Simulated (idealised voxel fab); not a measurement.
The following process module bears the name voxel trench capacitor.
Cross-section cut: width 160 nm, square cells of 5 nm.
Cross-section = grid of square cells, listed top down in bands; band = one or more rows. This entry defines a band. It first specifies the height of the band's top and the height of its bottom in nm, and then specifies the band's materials from left to right, stating each material with its width in nm. The word "full width" identifies a single material that fills the band from edge to edge, while the word "empty" identifies empty space. A quick word on heights: they are counted from 0, and under that level the wafer as it came to us is one material throughout. The lowest band is different from the rest in having no bottom; it simply continues downward, written as in "0 and below". A width such as "30 to 40" changes by the same amount from each row of cells to the next, from the band's top row to its bottom row. For the purposes of this document, the phrase "everything unchanged" attached to a step denotes that no cell within the cross-section was modified by that step. Reported under the label "Closed void entries" are the empty spaces having no open way to the top and comprising 8 cells or more; the notation for each is width x height at distance, in which the distance is measured from the left edge and all three values are in nm. Whatever follows a step's settings on its line is a remark the simulator itself makes about that step. The line of a step may include "overlay nm". On a step with a mask, this value is how far to the right of its planned place the mask lay. A negative value means the mask lay to the left. Below you will find pairs of cross-sections. In each, one shows the wafer before one process step and the other after it, with the after view ending at the lowest band that changed. Under each pair is the step separating them, along with its settings. Do not assume the pairs form a chain: they can come from different runs of this module on the same starting wafer, and a pair continues from the pair above it only when its "Pre-step geometry" entry says so.

Pre-step geometry
	0 and below | Si full width
	Closed void entries: none

Section, Post-Step
	10 down to 0 | SiN full width
	Under 0: no change, same as before.
	Closed void entries: none
Between before and after as drawn above: CONFORMAL_DEP: material SiN, thk nm 10

Pre-step geometry: The structure entering this step is exactly what the pair just above shows after its step.

Section, Post-Step
	30 down to 10 | 45 nm resist | 25 nm empty | 15 nm resist | 25 nm empty | 50 nm resist
	Under 10: no change, same as before.
	Closed void entries: none
Between before and after as drawn above: PATTERN: tone open, mask id TRENCH, material resist, width nm 25, pitch nm 40, thk nm 20, overlay nm 0

Pre-step geometry: The structure entering this step is exactly what the pair just above shows after its step.

Section, Post-Step
	30 down to 10 | 45 nm resist | 25 nm empty | 15 nm resist | 25 nm empty | 50 nm resist
	10 down to 0 | 45 nm SiN | 25 nm empty | 15 nm SiN | 25 nm empty | 50 nm SiN
	Under 0: no change, same as before.
	Closed void entries: none
Between before and after as drawn above: DIRECTIONAL_ETCH: etch materials SiN, depth nm 10

Pre-step geometry: The structure entering this step is exactly what the pair just above shows after its step.

Section, Post-Step
	30 down to 10 | 45 nm resist | 25 nm empty | 15 nm resist | 25 nm empty | 50 nm resist
	10 down to 0 | 45 nm SiN | 25 nm empty | 15 nm SiN | 25 nm empty | 50 nm SiN
	0 down to -35 | 45 nm Si | 25 nm empty | 15 nm Si | 25 nm empty | 50 nm Si
	Under -35: no change, same as before.
	Closed void entries: none
Between before and after as drawn above: DIRECTIONAL_ETCH: etch materials Si, depth nm 35

Pre-step geometry: The structure entering this step is exactly what the pair just above shows after its step.

Section, Post-Step
	10 down to 0 | 45 nm SiN | 25 nm empty | 15 nm SiN | 25 nm empty | 50 nm SiN
	Under 0: no change, same as before.
	Closed void entries: none
Between before and after as drawn above: STRIP: etch materials resist

Pre-step geometry: The structure entering this step is exactly what the pair just above shows after its step.

Section, Post-Step
	15 down to 10 | 50 nm Al2O3 | 15 nm empty | 25 nm Al2O3 | 15 nm empty | 55 nm Al2O3
	10 down to 0 | 45 nm SiN | 5 nm Al2O3 | 15 nm empty | 5 nm Al2O3 | 15 nm SiN | 5 nm Al2O3 | 15 nm empty | 5 nm Al2O3 | 50 nm SiN
	0 down to -30 | 45 nm Si | 5 nm Al2O3 | 15 nm empty | 5 nm Al2O3 | 15 nm Si | 5 nm Al2O3 | 15 nm empty | 5 nm Al2O3 | 50 nm Si
	-30 down to -35 | 45 nm Si | 25 nm Al2O3 | 15 nm Si | 25 nm Al2O3 | 50 nm Si
	Under -35: no change, same as before.
	Closed void entries: none
Between before and after as drawn above: CONFORMAL_DEP: material Al2O3, thk nm 5

Pre-step geometry: The structure entering this step is exactly what the pair just above shows after its step.

Section, Post-Step
	25 down to 15 | polySi full width
	15 down to 10 | 50 nm Al2O3 | 15 nm polySi | 25 nm Al2O3 | 15 nm polySi | 55 nm Al2O3
	10 down to 0 | 45 nm SiN | 5 nm Al2O3 | 15 nm polySi | 5 nm Al2O3 | 15 nm SiN | 5 nm Al2O3 | 15 nm polySi | 5 nm Al2O3 | 50 nm SiN
	0 down to -30 | 45 nm Si | 5 nm Al2O3 | 15 nm polySi | 5 nm Al2O3 | 15 nm Si | 5 nm Al2O3 | 15 nm polySi | 5 nm Al2O3 | 50 nm Si
	Under -30: no change, same as before.
	Closed void entries: none
Between before and after as drawn above: FILL_DEP: material polySi, thk nm 10

Pre-step geometry: The structure entering this step is exactly what the pair just above shows after its step.

Section, Post-Step
	10 down to 0 | 45 nm SiN | 5 nm Al2O3 | 15 nm polySi | 5 nm Al2O3 | 15 nm SiN | 5 nm Al2O3 | 15 nm polySi | 5 nm Al2O3 | 50 nm SiN
	Under 0: no change, same as before.
	Closed void entries: none
Between before and after as drawn above: CMP: height nm 10

Pre-step geometry
	30 down to 10 | 45 nm resist | 25 nm empty | 15 nm resist | 25 nm empty | 50 nm resist
	10 down to 0 | 45 nm SiN | 25 nm empty | 15 nm SiN | 25 nm empty | 50 nm SiN
	0 down to -35 | 45 nm Si | 25 nm empty | 15 nm Si | 25 nm empty | 50 nm Si
	-35 and below | Si full width
	Closed void entries: none

Section, Post-Step
	30 down to 10 | 45 nm resist | 25 nm empty | 15 nm resist | 25 nm empty | 50 nm resist
	10 down to 0 | 45 nm SiN | 25 nm empty | 15 nm SiN | 25 nm empty | 50 nm SiN
	0 down to -70 | 45 nm Si | 25 nm empty | 15 nm Si | 25 nm empty | 50 nm Si
	Under -70: no change, same as before.
	Closed void entries: none
Between before and after as drawn above: DIRECTIONAL_ETCH: etch materials Si, depth nm 35

Pre-step geometry: The structure entering this step is exactly what the pair just above shows after its step.

Section, Post-Step
	10 down to 0 | 45 nm SiN | 25 nm empty | 15 nm SiN | 25 nm empty | 50 nm SiN
	Under 0: no change, same as before.
	Closed void entries: none
Between before and after as drawn above: STRIP: etch materials resist

Pre-step geometry: The structure entering this step is exactly what the pair just above shows after its step.

Section, Post-Step
	15 down to 10 | 50 nm Al2O3 | 15 nm empty | 25 nm Al2O3 | 15 nm empty | 55 nm Al2O3
	10 down to 0 | 45 nm SiN | 5 nm Al2O3 | 15 nm empty | 5 nm Al2O3 | 15 nm SiN | 5 nm Al2O3 | 15 nm empty | 5 nm Al2O3 | 50 nm SiN
	0 down to -65 | 45 nm Si | 5 nm Al2O3 | 15 nm empty | 5 nm Al2O3 | 15 nm Si | 5 nm Al2O3 | 15 nm empty | 5 nm Al2O3 | 50 nm Si
	-65 down to -70 | 45 nm Si | 25 nm Al2O3 | 15 nm Si | 25 nm Al2O3 | 50 nm Si
	Under -70: no change, same as before.
	Closed void entries: none
Between before and after as drawn above: CONFORMAL_DEP: material Al2O3, thk nm 5

Pre-step geometry: The structure entering this step is exactly what the pair just above shows after its step.

Section, Post-Step
	25 down to 15 | polySi full width
	15 down to 10 | 50 nm Al2O3 | 15 nm polySi | 25 nm Al2O3 | 15 nm polySi | 55 nm Al2O3
	10 down to 0 | 45 nm SiN | 5 nm Al2O3 | 15 nm polySi | 5 nm Al2O3 | 15 nm SiN | 5 nm Al2O3 | 15 nm polySi | 5 nm Al2O3 | 50 nm SiN
	0 down to -65 | 45 nm Si | 5 nm Al2O3 | 15 nm polySi | 5 nm Al2O3 | 15 nm Si | 5 nm Al2O3 | 15 nm polySi | 5 nm Al2O3 | 50 nm Si
	Under -65: no change, same as before.
	Closed void entries: none
Between before and after as drawn above: FILL_DEP: material polySi, thk nm 10

Pre-step geometry: The structure entering this step is exactly what the pair just above shows after its step.

Section, Post-Step
	10 down to 0 | 45 nm SiN | 5 nm Al2O3 | 15 nm polySi | 5 nm Al2O3 | 15 nm SiN | 5 nm Al2O3 | 15 nm polySi | 5 nm Al2O3 | 50 nm SiN
	Under 0: no change, same as before.
	Closed void entries: none
Between before and after as drawn above: CMP: height nm 10

Pre-step geometry
	30 down to 10 | 45 nm resist | 25 nm empty | 15 nm resist | 25 nm empty | 50 nm resist
	10 down to 0 | 45 nm SiN | 25 nm empty | 15 nm SiN | 25 nm empty | 50 nm SiN
	0 and below | Si full width
	Closed void entries: none

Section, Post-Step
	10 down to 0 | 45 nm SiN | 25 nm empty | 15 nm SiN | 25 nm empty | 50 nm SiN
	Under 0: no change, same as before.
	Closed void entries: none
Between before and after as drawn above: STRIP: etch materials resist

Pre-step geometry: The structure entering this step is exactly what the pair just above shows after its step.

Section, Post-Step
	10 down to 0 | 45 nm SiN | 25 nm empty | 15 nm SiN | 25 nm empty | 50 nm SiN
	0 down to -35 | 45 nm Si | 25 nm empty | 15 nm Si | 25 nm empty | 50 nm Si
	Under -35: no change, same as before.
	Closed void entries: none
Between before and after as drawn above: DIRECTIONAL_ETCH: etch materials Si, depth nm 35

Pre-step geometry
	30 down to 10 | 45 nm resist | 25 nm empty | 15 nm resist | 25 nm empty | 50 nm resist
	10 down to 0 | 45 nm SiN | 25 nm empty | 15 nm SiN | 25 nm empty | 50 nm SiN
	0 and below | Si full width
	Closed void entries: none

Section, Post-Step
	30 down to 10 | 45 nm resist | 25 nm empty | 15 nm resist | 25 nm empty | 50 nm resist
	10 down to 0 | 45 nm SiN | 25 nm empty | 15 nm SiN | 25 nm empty | 50 nm SiN
	0 down to -25 | 45 nm Si | 25 nm empty | 15 nm Si | 25 nm empty | 50 nm Si
	Under -25: no change, same as before.
	Closed void entries: none
Between before and after as drawn above: DIRECTIONAL_ETCH: etch materials Si, depth nm 25

Pre-step geometry: The structure entering this step is exactly what the pair just above shows after its step.

Section, Post-Step
	10 down to 0 | 45 nm SiN | 25 nm empty | 15 nm SiN | 25 nm empty | 50 nm SiN
	Under 0: no change, same as before.
	Closed void entries: none
Between before and after as drawn above: STRIP: etch materials resist

Pre-step geometry: The structure entering this step is exactly what the pair just above shows after its step.

Section, Post-Step
	15 down to 10 | 50 nm Al2O3 | 15 nm empty | 25 nm Al2O3 | 15 nm empty | 55 nm Al2O3
	10 down to 0 | 45 nm SiN | 5 nm Al2O3 | 15 nm empty | 5 nm Al2O3 | 15 nm SiN | 5 nm Al2O3 | 15 nm empty | 5 nm Al2O3 | 50 nm SiN
	0 down to -20 | 45 nm Si | 5 nm Al2O3 | 15 nm empty | 5 nm Al2O3 | 15 nm Si | 5 nm Al2O3 | 15 nm empty | 5 nm Al2O3 | 50 nm Si
	-20 down to -25 | 45 nm Si | 25 nm Al2O3 | 15 nm Si | 25 nm Al2O3 | 50 nm Si
	Under -25: no change, same as before.
	Closed void entries: none
Between before and after as drawn above: CONFORMAL_DEP: material Al2O3, thk nm 5

Pre-step geometry: The structure entering this step is exactly what the pair just above shows after its step.

Section, Post-Step
	25 down to 15 | polySi full width
	15 down to 10 | 50 nm Al2O3 | 15 nm polySi | 25 nm Al2O3 | 15 nm polySi | 55 nm Al2O3
	10 down to 0 | 45 nm SiN | 5 nm Al2O3 | 15 nm polySi | 5 nm Al2O3 | 15 nm SiN | 5 nm Al2O3 | 15 nm polySi | 5 nm Al2O3 | 50 nm SiN
	0 down to -20 | 45 nm Si | 5 nm Al2O3 | 15 nm polySi | 5 nm Al2O3 | 15 nm Si | 5 nm Al2O3 | 15 nm polySi | 5 nm Al2O3 | 50 nm Si
	Under -20: no change, same as before.
	Closed void entries: none
Between before and after as drawn above: FILL_DEP: material polySi, thk nm 10

Pre-step geometry: The structure entering this step is exactly what the pair just above shows after its step.

Section, Post-Step
	10 down to 0 | 45 nm SiN | 5 nm Al2O3 | 15 nm polySi | 5 nm Al2O3 | 15 nm SiN | 5 nm Al2O3 | 15 nm polySi | 5 nm Al2O3 | 50 nm SiN
	Under 0: no change, same as before.
	Closed void entries: none
Between before and after as drawn above: CMP: height nm 10

Pre-step geometry
	10 down to 0 | SiN full width
	0 and below | Si full width
	Closed void entries: none

Section, Post-Step
	30 down to 10 | 50 nm resist | 15 nm empty | 25 nm resist | 15 nm empty | 55 nm resist
	Under 10: no change, same as before.
	Closed void entries: none
Between before and after as drawn above: PATTERN: tone open, mask id TRENCH, material resist, width nm 15, pitch nm 40, thk nm 20, overlay nm 0

Pre-step geometry: The structure entering this step is exactly what the pair just above shows after its step.

Section, Post-Step
	30 down to 10 | 50 nm resist | 15 nm empty | 25 nm resist | 15 nm empty | 55 nm resist
	10 down to 0 | 50 nm SiN | 15 nm empty | 25 nm SiN | 15 nm empty | 55 nm SiN
	Under 0: no change, same as before.
	Closed void entries: none
Between before and after as drawn above: DIRECTIONAL_ETCH: etch materials SiN, depth nm 10

Pre-step geometry: The structure entering this step is exactly what the pair just above shows after its step.

Section, Post-Step
	30 down to 10 | 50 nm resist | 15 nm empty | 25 nm resist | 15 nm empty | 55 nm resist
	10 down to 0 | 50 nm SiN | 15 nm empty | 25 nm SiN | 15 nm empty | 55 nm SiN
	0 down to -35 | 50 nm Si | 15 nm empty | 25 nm Si | 15 nm empty | 55 nm Si
	Under -35: no change, same as before.
	Closed void entries: none
Between before and after as drawn above: DIRECTIONAL_ETCH: etch materials Si, depth nm 35

Pre-step geometry: The structure entering this step is exactly what the pair just above shows after its step.

Section, Post-Step
	10 down to 0 | 50 nm SiN | 15 nm empty | 25 nm SiN | 15 nm empty | 55 nm SiN
	Under 0: no change, same as before.
	Closed void entries: none
Between before and after as drawn above: STRIP: etch materials resist

Pre-step geometry: The structure entering this step is exactly what the pair just above shows after its step.

Section, Post-Step
	15 down to 10 | 55 nm Al2O3 | 5 nm empty | 35 nm Al2O3 | 5 nm empty | 60 nm Al2O3
	10 down to 0 | 50 nm SiN | 5 nm Al2O3 | 5 nm empty | 5 nm Al2O3 | 25 nm SiN | 5 nm Al2O3 | 5 nm empty | 5 nm Al2O3 | 55 nm SiN
	0 down to -30 | 50 nm Si | 5 nm Al2O3 | 5 nm empty | 5 nm Al2O3 | 25 nm Si | 5 nm Al2O3 | 5 nm empty | 5 nm Al2O3 | 55 nm Si
	-30 down to -35 | 50 nm Si | 15 nm Al2O3 | 25 nm Si | 15 nm Al2O3 | 55 nm Si
	Under -35: no change, same as before.
	Closed void entries: none
Between before and after as drawn above: CONFORMAL_DEP: material Al2O3, thk nm 5

Pre-step geometry: The structure entering this step is exactly what the pair just above shows after its step.

Section, Post-Step
	25 down to 15 | polySi full width
	15 down to 10 | 55 nm Al2O3 | 5 nm polySi | 35 nm Al2O3 | 5 nm polySi | 60 nm Al2O3
	10 down to 0 | 50 nm SiN | 5 nm Al2O3 | 5 nm polySi | 5 nm Al2O3 | 25 nm SiN | 5 nm Al2O3 | 5 nm polySi | 5 nm Al2O3 | 55 nm SiN
	0 down to -30 | 50 nm Si | 5 nm Al2O3 | 5 nm polySi | 5 nm Al2O3 | 25 nm Si | 5 nm Al2O3 | 5 nm polySi | 5 nm Al2O3 | 55 nm Si
	Under -30: no change, same as before.
	Closed void entries: none
Between before and after as drawn above: FILL_DEP: material polySi, thk nm 10

Pre-step geometry: The structure entering this step is exactly what the pair just above shows after its step.

Section, Post-Step
	10 down to 0 | 50 nm SiN | 5 nm Al2O3 | 5 nm polySi | 5 nm Al2O3 | 25 nm SiN | 5 nm Al2O3 | 5 nm polySi | 5 nm Al2O3 | 55 nm SiN
	Under 0: no change, same as before.
	Closed void entries: none
Between before and after as drawn above: CMP: height nm 10

Pre-step geometry
	10 down to 0 | SiN full width
	0 and below | Si full width
	Closed void entries: none

Section, Post-Step
	30 down to 10 | 50 nm resist | 25 nm empty | 15 nm resist | 25 nm empty | 45 nm resist
	Under 10: no change, same as before.
	Closed void entries: none
Between before and after as drawn above: PATTERN: tone open, mask id TRENCH, material resist, width nm 25, pitch nm 40, thk nm 20, overlay nm 5

Pre-step geometry: The structure entering this step is exactly what the pair just above shows after its step.

Section, Post-Step
	30 down to 10 | 50 nm resist | 25 nm empty | 15 nm resist | 25 nm empty | 45 nm resist
	10 down to 0 | 50 nm SiN | 25 nm empty | 15 nm SiN | 25 nm empty | 45 nm SiN
	Under 0: no change, same as before.
	Closed void entries: none
Between before and after as drawn above: DIRECTIONAL_ETCH: etch materials SiN, depth nm 10

Pre-step geometry: The structure entering this step is exactly what the pair just above shows after its step.

Section, Post-Step
	30 down to 10 | 50 nm resist | 25 nm empty | 15 nm resist | 25 nm empty | 45 nm resist
	10 down to 0 | 50 nm SiN | 25 nm empty | 15 nm SiN | 25 nm empty | 45 nm SiN
	0 down to -35 | 50 nm Si | 25 nm empty | 15 nm Si | 25 nm empty | 45 nm Si
	Under -35: no change, same as before.
	Closed void entries: none
Between before and after as drawn above: DIRECTIONAL_ETCH: etch materials Si, depth nm 35

Pre-step geometry: The structure entering this step is exactly what the pair just above shows after its step.

Section, Post-Step
	10 down to 0 | 50 nm SiN | 25 nm empty | 15 nm SiN | 25 nm empty | 45 nm SiN
	Under 0: no change, same as before.
	Closed void entries: none
Between before and after as drawn above: STRIP: etch materials resist

Pre-step geometry: The structure entering this step is exactly what the pair just above shows after its step.

Section, Post-Step
	15 down to 10 | 55 nm Al2O3 | 15 nm empty | 25 nm Al2O3 | 15 nm empty | 50 nm Al2O3
	10 down to 0 | 50 nm SiN | 5 nm Al2O3 | 15 nm empty | 5 nm Al2O3 | 15 nm SiN | 5 nm Al2O3 | 15 nm empty | 5 nm Al2O3 | 45 nm SiN
	0 down to -30 | 50 nm Si | 5 nm Al2O3 | 15 nm empty | 5 nm Al2O3 | 15 nm Si | 5 nm Al2O3 | 15 nm empty | 5 nm Al2O3 | 45 nm Si
	-30 down to -35 | 50 nm Si | 25 nm Al2O3 | 15 nm Si | 25 nm Al2O3 | 45 nm Si
	Under -35: no change, same as before.
	Closed void entries: none
Between before and after as drawn above: CONFORMAL_DEP: material Al2O3, thk nm 5

Pre-step geometry: The structure entering this step is exactly what the pair just above shows after its step.

Section, Post-Step
	25 down to 15 | polySi full width
	15 down to 10 | 55 nm Al2O3 | 15 nm polySi | 25 nm Al2O3 | 15 nm polySi | 50 nm Al2O3
	10 down to 0 | 50 nm SiN | 5 nm Al2O3 | 15 nm polySi | 5 nm Al2O3 | 15 nm SiN | 5 nm Al2O3 | 15 nm polySi | 5 nm Al2O3 | 45 nm SiN
	0 down to -30 | 50 nm Si | 5 nm Al2O3 | 15 nm polySi | 5 nm Al2O3 | 15 nm Si | 5 nm Al2O3 | 15 nm polySi | 5 nm Al2O3 | 45 nm Si
	Under -30: no change, same as before.
	Closed void entries: none
Between before and after as drawn above: FILL_DEP: material polySi, thk nm 10

Pre-step geometry: The structure entering this step is exactly what the pair just above shows after its step.

Section, Post-Step
	10 down to 0 | 50 nm SiN | 5 nm Al2O3 | 15 nm polySi | 5 nm Al2O3 | 15 nm SiN | 5 nm Al2O3 | 15 nm polySi | 5 nm Al2O3 | 45 nm SiN
	Under 0: no change, same as before.
	Closed void entries: none
Between before and after as drawn above: CMP: height nm 10

Pre-step geometry
	15 down to 10 | 50 nm Al2O3 | 15 nm empty | 25 nm Al2O3 | 15 nm empty | 55 nm Al2O3
	10 down to 0 | 45 nm SiN | 5 nm Al2O3 | 15 nm empty | 5 nm Al2O3 | 15 nm SiN | 5 nm Al2O3 | 15 nm empty | 5 nm Al2O3 | 50 nm SiN
	0 down to -30 | 45 nm Si | 5 nm Al2O3 | 15 nm empty | 5 nm Al2O3 | 15 nm Si | 5 nm Al2O3 | 15 nm empty | 5 nm Al2O3 | 50 nm Si
	-30 down to -35 | 45 nm Si | 25 nm Al2O3 | 15 nm Si | 25 nm Al2O3 | 50 nm Si
	-35 and below | Si full width
	Closed void entries: none

Section, Post-Step
	25 down to 15 | SiN full width
	15 down to 10 | 50 nm Al2O3 | 15 nm SiN | 25 nm Al2O3 | 15 nm SiN | 55 nm Al2O3
	10 down to 0 | 45 nm SiN | 5 nm Al2O3 | 15 nm SiN | 5 nm Al2O3 | 15 nm SiN | 5 nm Al2O3 | 15 nm SiN | 5 nm Al2O3 | 50 nm SiN
	0 down to -30 | 45 nm Si | 5 nm Al2O3 | 15 nm SiN | 5 nm Al2O3 | 15 nm Si | 5 nm Al2O3 | 15 nm SiN | 5 nm Al2O3 | 50 nm Si
	Under -30: no change, same as before.
	Closed void entries: none
Between before and after as drawn above: FILL_DEP: material SiN, thk nm 10

Pre-step geometry: The structure entering this step is exactly what the pair just above shows after its step.

Section, Post-Step
	10 down to 0 | 45 nm SiN | 5 nm Al2O3 | 15 nm SiN | 5 nm Al2O3 | 15 nm SiN | 5 nm Al2O3 | 15 nm SiN | 5 nm Al2O3 | 50 nm SiN
	Under 0: no change, same as before.
	Closed void entries: none
Between before and after as drawn above: CMP: height nm 10

Pre-step geometry
	10 down to 0 | SiN full width
	0 and below | Si full width
	Closed void entries: none

Section, Post-Step
	30 down to 10 | 45 nm empty | 25 nm resist | 15 nm empty | 25 nm resist | 50 nm empty
	Under 10: no change, same as before.
	Closed void entries: none
Between before and after as drawn above: PATTERN: tone cover, mask id TRENCH, material resist, width nm 25, pitch nm 40, thk nm 20, overlay nm 0

Pre-step geometry: The structure entering this step is exactly what the pair just above shows after its step.

Section, Post-Step
	30 down to 10 | 45 nm empty | 25 nm resist | 15 nm empty | 25 nm resist | 50 nm empty
	10 down to 0 | 45 nm empty | 25 nm SiN | 15 nm empty | 25 nm SiN | 50 nm empty
	Under 0: no change, same as before.
	Closed void entries: none
Between before and after as drawn above: DIRECTIONAL_ETCH: etch materials SiN, depth nm 10

Pre-step geometry: The structure entering this step is exactly what the pair just above shows after its step.

Section, Post-Step
	30 down to 10 | 45 nm empty | 25 nm resist | 15 nm empty | 25 nm resist | 50 nm empty
	10 down to 0 | 45 nm empty | 25 nm SiN | 15 nm empty | 25 nm SiN | 50 nm empty
	0 down to -35 | 45 nm empty | 25 nm Si | 15 nm empty | 25 nm Si | 50 nm empty
	Under -35: no change, same as before.
	Closed void entries: none
Between before and after as drawn above: DIRECTIONAL_ETCH: etch materials Si, depth nm 35

Pre-step geometry: The structure entering this step is exactly what the pair just above shows after its step.

Section, Post-Step
	10 down to 0 | 45 nm empty | 25 nm SiN | 15 nm empty | 25 nm SiN | 50 nm empty
	Under 0: no change, same as before.
	Closed void entries: none
Between before and after as drawn above: STRIP: etch materials resist

Pre-step geometry: The structure entering this step is exactly what the pair just above shows after its step.

Section, Post-Step
	15 down to 10 | 40 nm empty | 35 nm Al2O3 | 5 nm empty | 35 nm Al2O3 | 45 nm empty
	10 down to 0 | 40 nm empty | 5 nm Al2O3 | 25 nm SiN | 5 nm Al2O3 | 5 nm empty | 5 nm Al2O3 | 25 nm SiN | 5 nm Al2O3 | 45 nm empty
	0 down to -30 | 40 nm empty | 5 nm Al2O3 | 25 nm Si | 5 nm Al2O3 | 5 nm empty | 5 nm Al2O3 | 25 nm Si | 5 nm Al2O3 | 45 nm empty
	-30 down to -35 | 45 nm Al2O3 | 25 nm Si | 15 nm Al2O3 | 25 nm Si | 50 nm Al2O3
	Under -35: no change, same as before.
	Closed void entries: none
Between before and after as drawn above: CONFORMAL_DEP: material Al2O3, thk nm 5

Pre-step geometry: The structure entering this step is exactly what the pair just above shows after its step.

Section, Post-Step
	25 down to 15 | polySi full width
	15 down to 10 | 40 nm polySi | 35 nm Al2O3 | 5 nm polySi | 35 nm Al2O3 | 45 nm polySi
	10 down to 0 | 40 nm polySi | 5 nm Al2O3 | 25 nm SiN | 5 nm Al2O3 | 5 nm polySi | 5 nm Al2O3 | 25 nm SiN | 5 nm Al2O3 | 45 nm polySi
	0 down to -30 | 40 nm polySi | 5 nm Al2O3 | 25 nm Si | 5 nm Al2O3 | 5 nm polySi | 5 nm Al2O3 | 25 nm Si | 5 nm Al2O3 | 45 nm polySi
	Under -30: no change, same as before.
	Closed void entries: none
Between before and after as drawn above: FILL_DEP: material polySi, thk nm 10

Pre-step geometry: The structure entering this step is exactly what the pair just above shows after its step.

Section, Post-Step
	10 down to 0 | 40 nm polySi | 5 nm Al2O3 | 25 nm SiN | 5 nm Al2O3 | 5 nm polySi | 5 nm Al2O3 | 25 nm SiN | 5 nm Al2O3 | 45 nm polySi
	Under 0: no change, same as before.
	Closed void entries: none
Between before and after as drawn above: CMP: height nm 10
